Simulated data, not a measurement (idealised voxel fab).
Title: Process Module voxel capacitor over wiring
Cross-section cut: width 150 nm, square cells of 5 nm.
A cross-section in this document is a grid of square cells, and it is written down as bands, the top band listed before the ones below it; a band is made up of one or more rows of cells.
Look at the band entry: it leads with the top's height and the bottom's height in nm. Then it lists the materials left to right, with a width in nm for each. The word "edge to edge" on a single material says that material fills the band edge to edge. The word "air" is empty space.
A quick word on heights: they are counted from 0, and under that level the wafer as it came to us is one material throughout. The lowest band is different from the rest in having no bottom; it simply continues downward, written as in "0 -> down".
Quick explanation for "30 to 40": the width changes in equal steps down the rows of cells, from the first number in the band's top row to the second number in its bottom row.
The cross-section has no changed cell in any step marked "remained unchanged".
Each empty space that has no open way to the top and spans at least 8 cells appears under "Closed internal cavities" as width x height at distance, the distance counted from the left edge, all in nm.
On a step's line, text after the settings is the simulator commenting on that step.
If you see "overlay nm" on a step's line and that step has a mask, it's telling you how far right of where it was planned the mask ended up; a negative number means it went left instead.

-- Steps in the process plan
1,RECEIVE: material Si
2,CONFORMAL_DEP: material SiO2, thk nm 15
3,DIRECTIONAL_DEP: material TiN, thk nm 5
4,DIRECTIONAL_DEP: material Ru, thk nm 15
5,MASKED_ETCH: tone cover, mask id METAL_1, width nm 20, pitch nm 75, etch materials Ru, depth nm 15, overlay nm 0
6,MASKED_ETCH: tone cover, mask id METAL_1, width nm 20, pitch nm 75, etch materials TiN, depth nm 5, overlay nm 0
7,FILL_DEP: material lowk, thk nm 5
8,CMP: height nm 35
9,CONFORMAL_DEP: material SiCN, thk nm 5
10,DIRECTIONAL_DEP: material SiO2, thk nm 10
11,DIRECTIONAL_DEP: material aC, thk nm 10
12,PATTERN: tone open, mask id PLUG_1, material resist, width nm 15, thk nm 30, overlay nm 0
13,DIRECTIONAL_ETCH: etch materials aC, depth nm 10
14,STRIP: etch materials resist
15,DIRECTIONAL_ETCH: etch materials SiO2, depth nm 10
16,DIRECTIONAL_ETCH: etch materials SiCN, depth nm 5
17,STRIP: etch materials aC
18,EPI: material Ru, thk nm 10
19,EPI: material Ru, thk nm 5
20,DIRECTIONAL_DEP: material TiN, thk nm 10
21,DIRECTIONAL_DEP: material Al2O3, thk nm 5
22,DIRECTIONAL_DEP: material TiN, thk nm 5
23,DIRECTIONAL_DEP: material aC, thk nm 10
24,PATTERN: tone cover, mask id UPPER_PLATE, material resist, width nm 60, thk nm 25, overlay nm 0
25,DIRECTIONAL_ETCH: etch materials aC, depth nm 10
26,STRIP: etch materials resist
27,DIRECTIONAL_ETCH: etch materials TiN, depth nm 5
28,DIRECTIONAL_ETCH: etch materials Al2O3, depth nm 5
29,STRIP: etch materials aC
30,DIRECTIONAL_DEP: material aC, thk nm 15
31,PATTERN: tone cover, mask id LOWER_PLATE, material resist, width nm 70, thk nm 30, overlay nm 0
32,DIRECTIONAL_ETCH: etch materials aC, depth nm 15
33,STRIP: etch materials resist
34,DIRECTIONAL_ETCH: etch materials TiN, depth nm 10
35,STRIP: etch materials aC
36,FILL_DEP: material SiO2, thk nm 20
37,CMP: height nm 85
38,MASKED_ETCH: tone open, mask id PLUG_2, width nm 15, etch materials SiO2, depth nm 15, overlay nm 0
39,CONFORMAL_DEP: material TiN, thk nm 5
40,FILL_DEP: material W, thk nm 10
41,CMP: height nm 85
42,CONFORMAL_DEP: material SiN, thk nm 5

-- Account of the first of two wafers, which was processed as intended

-- Wafer cross-section on receipt, i.e. after step 1
  0 -> down: Si edge to edge
  Closed internal cavities: none

-- The wafer in cross-section once step 2 is complete
  15 -> 0: SiO2 edge to edge
  Below 0, the layers are the same as they were.

-- The wafer in cross-section once step 3 is complete
  20 -> 15: TiN edge to edge
  Below 15, the layers are the same as they were.

-- The wafer in cross-section once step 4 is complete
  35 -> 20: Ru edge to edge
  Below 20, the layers are the same as they were.

-- The wafer in cross-section once step 5 is complete
  35 -> 20: air 25, then Ru 20, then air 55, then Ru 20, then air 30
  Below 20, the layers are the same as they were.

-- The wafer in cross-section once step 6 is complete
  35 -> 20: air 25, then Ru 20, then air 55, then Ru 20, then air 30
  20 -> 15: air 25, then TiN 20, then air 55, then TiN 20, then air 30
  Below 15, the layers are the same as they were.

-- The wafer in cross-section once step 7 is complete
  40 -> 35: lowk edge to edge
  35 -> 20: lowk 25, then Ru 20, then lowk 55, then Ru 20, then lowk 30
  20 -> 15: lowk 25, then TiN 20, then lowk 55, then TiN 20, then lowk 30
  Below 15, the layers are the same as they were.

-- The wafer in cross-section once step 8 is complete
  35 -> 20: lowk 25, then Ru 20, then lowk 55, then Ru 20, then lowk 30
  Below 20, the layers are the same as they were.

-- The wafer in cross-section once step 9 is complete
  40 -> 35: SiCN edge to edge
  Below 35, the layers are the same as they were.

-- The wafer in cross-section once step 10 is complete
  50 -> 40: SiO2 edge to edge
  Below 40, the layers are the same as they were.

-- The wafer in cross-section once step 11 is complete
  60 -> 50: aC edge to edge
  Below 50, the layers are the same as they were.

-- The wafer in cross-section once step 12 is complete
  90 -> 60: resist 30, then air 15, then resist 105
  Below 60, the layers are the same as they were.

-- The wafer in cross-section once step 13 is complete
  80 -> 60: resist 30, then air 15, then resist 105
  60 -> 50: aC 30, then air 15, then aC 105
  Below 50, the layers are the same as they were.

-- The wafer in cross-section once step 14 is complete
  60 -> 50: aC 30, then air 15, then aC 105
  Below 50, the layers are the same as they were.

-- The wafer in cross-section once step 15 is complete
  60 -> 50: aC 30, then air 15, then aC 105
  50 -> 40: SiO2 30, then air 15, then SiO2 105
  Below 40, the layers are the same as they were.

-- The wafer in cross-section once step 16 is complete
  60 -> 50: aC 30, then air 15, then aC 105
  50 -> 40: SiO2 30, then air 15, then SiO2 105
  40 -> 35: SiCN 30, then air 15, then SiCN 105
  Below 35, the layers are the same as they were.

-- The wafer in cross-section once step 17 is complete
  50 -> 40: SiO2 30, then air 15, then SiO2 105
  Below 40, the layers are the same as they were.

-- The wafer in cross-section once step 18 is complete
  50 -> 45: SiO2 30, then air 15, then SiO2 105
  45 -> 40: SiO2 30, then Ru 15, then SiO2 105
  40 -> 35: SiCN 30, then Ru 15, then SiCN 105
  Below 35, the layers are the same as they were.

-- The wafer in cross-section once step 19 is complete
  50 -> 40: SiO2 30, then Ru 15, then SiO2 105
  Below 40, the layers are the same as they were.

-- The wafer in cross-section once step 20 is complete
  60 -> 50: TiN edge to edge
  Below 50, the layers are the same as they were.

-- The wafer in cross-section once step 21 is complete
  65 -> 60: Al2O3 edge to edge
  Below 60, the layers are the same as they were.

-- The wafer in cross-section once step 22 is complete
  70 -> 65: TiN edge to edge
  Below 65, the layers are the same as they were.

-- The wafer in cross-section once step 23 is complete
  80 -> 70: aC edge to edge
  Below 70, the layers are the same as they were.

-- The wafer in cross-section once step 24 is complete
  105 -> 80: air 30, then resist 60, then air 60
  Below 80, the layers are the same as they were.

-- The wafer in cross-section once step 25 is complete
  95 -> 80: air 30, then resist 60, then air 60
  80 -> 70: air 30, then aC 60, then air 60
  Below 70, the layers are the same as they were.

-- The wafer in cross-section once step 26 is complete
  80 -> 70: air 30, then aC 60, then air 60
  Below 70, the layers are the same as they were.

-- The wafer in cross-section once step 27 is complete
  80 -> 70: air 30, then aC 60, then air 60
  70 -> 65: air 30, then TiN 60, then air 60
  Below 65, the layers are the same as they were.

-- The wafer in cross-section once step 28 is complete
  80 -> 70: air 30, then aC 60, then air 60
  70 -> 65: air 30, then TiN 60, then air 60
  65 -> 60: air 30, then Al2O3 60, then air 60
  Below 60, the layers are the same as they were.

-- The wafer in cross-section once step 29 is complete
  70 -> 65: air 30, then TiN 60, then air 60
  Below 65, the layers are the same as they were.

-- The wafer in cross-section once step 30 is complete
  85 -> 75: air 30, then aC 60, then air 60
  75 -> 70: aC edge to edge
  70 -> 65: aC 30, then TiN 60, then aC 60
  65 -> 60: aC 30, then Al2O3 60, then aC 60
  Below 60, the layers are the same as they were.

-- The wafer in cross-section once step 31 is complete
  115 -> 85: air 25, then resist 70, then air 55
  85 -> 75: air 25, then resist 5, then aC 60, then resist 5, then air 55
  Below 75, the layers are the same as they were.

-- The wafer in cross-section once step 32 is complete
  100 -> 85: air 25, then resist 70, then air 55
  85 -> 75: air 25, then resist 5, then aC 60, then resist 5, then air 55
  75 -> 70: air 25, then aC 70, then air 55
  70 -> 65: air 25, then aC 5, then TiN 60, then aC 5, then air 55
  65 -> 60: air 25, then aC 5, then Al2O3 60, then aC 5, then air 55
  Below 60, the layers are the same as they were.

-- The wafer in cross-section once step 33 is complete
  85 -> 75: air 30, then aC 60, then air 60
  Below 75, the layers are the same as they were.

-- The wafer in cross-section once step 34 is complete
  85 -> 75: air 30, then aC 60, then air 60
  75 -> 70: air 25, then aC 70, then air 55
  70 -> 65: air 25, then aC 5, then TiN 60, then aC 5, then air 55
  65 -> 60: air 25, then aC 5, then Al2O3 60, then aC 5, then air 55
  60 -> 50: air 25, then TiN 70, then air 55
  Below 50, the layers are the same as they were.

-- The wafer in cross-section once step 35 is complete
  70 -> 65: air 30, then TiN 60, then air 60
  65 -> 60: air 30, then Al2O3 60, then air 60
  Below 60, the layers are the same as they were.

-- The wafer in cross-section once step 36 is complete
  90 -> 70: SiO2 edge to edge
  70 -> 65: SiO2 30, then TiN 60, then SiO2 60
  65 -> 60: SiO2 30, then Al2O3 60, then SiO2 60
  60 -> 50: SiO2 25, then TiN 70, then SiO2 55
  Below 50, the layers are the same as they were.

-- The wafer in cross-section once step 37 is complete
  85 -> 70: SiO2 edge to edge
  Below 70, the layers are the same as they were.

-- The wafer in cross-section once step 38 is complete
  85 -> 70: SiO2 40, then air 15, then SiO2 95
  Below 70, the layers are the same as they were.

-- The wafer in cross-section once step 39 is complete
  90 -> 85: TiN 45, then air 5, then TiN 100
  85 -> 75: SiO2 40, then TiN 5, then air 5, then TiN 5, then SiO2 95
  75 -> 65: SiO2 40 to 30, then TiN 15 to 60, then SiO2 95 to 60
  Below 65, the layers are the same as they were.

-- The wafer in cross-section once step 40 is complete
  100 -> 90: W edge to edge
  90 -> 85: TiN 45, then W 5, then TiN 100
  85 -> 75: SiO2 40, then TiN 5, then W 5, then TiN 5, then SiO2 95
  Below 75, the layers are the same as they were.

-- The wafer in cross-section once step 41 is complete
  85 -> 75: SiO2 40, then TiN 5, then W 5, then TiN 5, then SiO2 95
  Below 75, the layers are the same as they were.

-- The wafer in cross-section once step 42 is complete
  90 -> 85: SiN edge to edge
  Below 85, the layers are the same as they were.

-- What follows concerns the second wafer, which started out like the first and was meant to follow the very same plan; one mistake crept in when it was run, but everything up to and including step 29 is the same as for the first wafer

-- The second wafer cut through, at the time step 30 was supposed to be finished
  85 -> 75: air 30, then SiN 60, then air 60
  75 -> 70: SiN edge to edge
  70 -> 65: SiN 30, then TiN 60, then SiN 60
  65 -> 60: SiN 30, then Al2O3 60, then SiN 60
  Below 60, the layers are the same as they were.

-- The second wafer cut through, at the time step 31 was supposed to be finished
  115 -> 85: air 25, then resist 70, then air 55
  85 -> 75: air 25, then resist 5, then SiN 60, then resist 5, then air 55
  Below 75, the layers are the same as they were.

-- The second wafer cut through, at the time step 32 was supposed to be finished
  100 -> 85: air 25, then resist 70, then air 55
  Below 85, the layers are the same as they were.

-- The second wafer cut through, at the time step 33 was supposed to be finished
  85 -> 75: air 30, then SiN 60, then air 60
  Below 75, the layers are the same as they were.

The second wafer cut through, at the time step 34 was supposed to be finished: remained unchanged

The second wafer cut through, at the time step 35 was supposed to be finished: remained unchanged

-- The second wafer cut through, at the time step 36 was supposed to be finished
  105 -> 85: SiO2 edge to edge
  85 -> 75: SiO2 30, then SiN 60, then SiO2 60
  Below 75, the layers are the same as they were.

-- The second wafer cut through, at the time step 37 was supposed to be finished
  85 -> 75: SiO2 30, then SiN 60, then SiO2 60
  Below 75, the layers are the same as they were.

The second wafer cut through, at the time step 38 was supposed to be finished: remained unchanged

-- The second wafer cut through, at the time step 39 was supposed to be finished
  90 -> 85: TiN edge to edge
  Below 85, the layers are the same as they were.

-- The second wafer cut through, at the time step 40 was supposed to be finished
  100 -> 90: W edge to edge
  Below 90, the layers are the same as they were.

-- The second wafer cut through, at the time step 41 was supposed to be finished
  85 -> 75: SiO2 30, then SiN 60, then SiO2 60
  Below 75, the layers are the same as they were.

-- The second wafer cut through, at the time step 42 was supposed to be finished
  90 -> 85: SiN edge to edge
  Below 85, the layers are the same as they were.
Error vs. plan: note that step 30 departed from the planned setting and was carried out as DIRECTIONAL_DEP: material SiN, thk nm 15
Count the cells at the end and the second wafer has more or fewer of some materials than the first: +90 SiN | -113 SiO2 | +25 TiN | -2 W
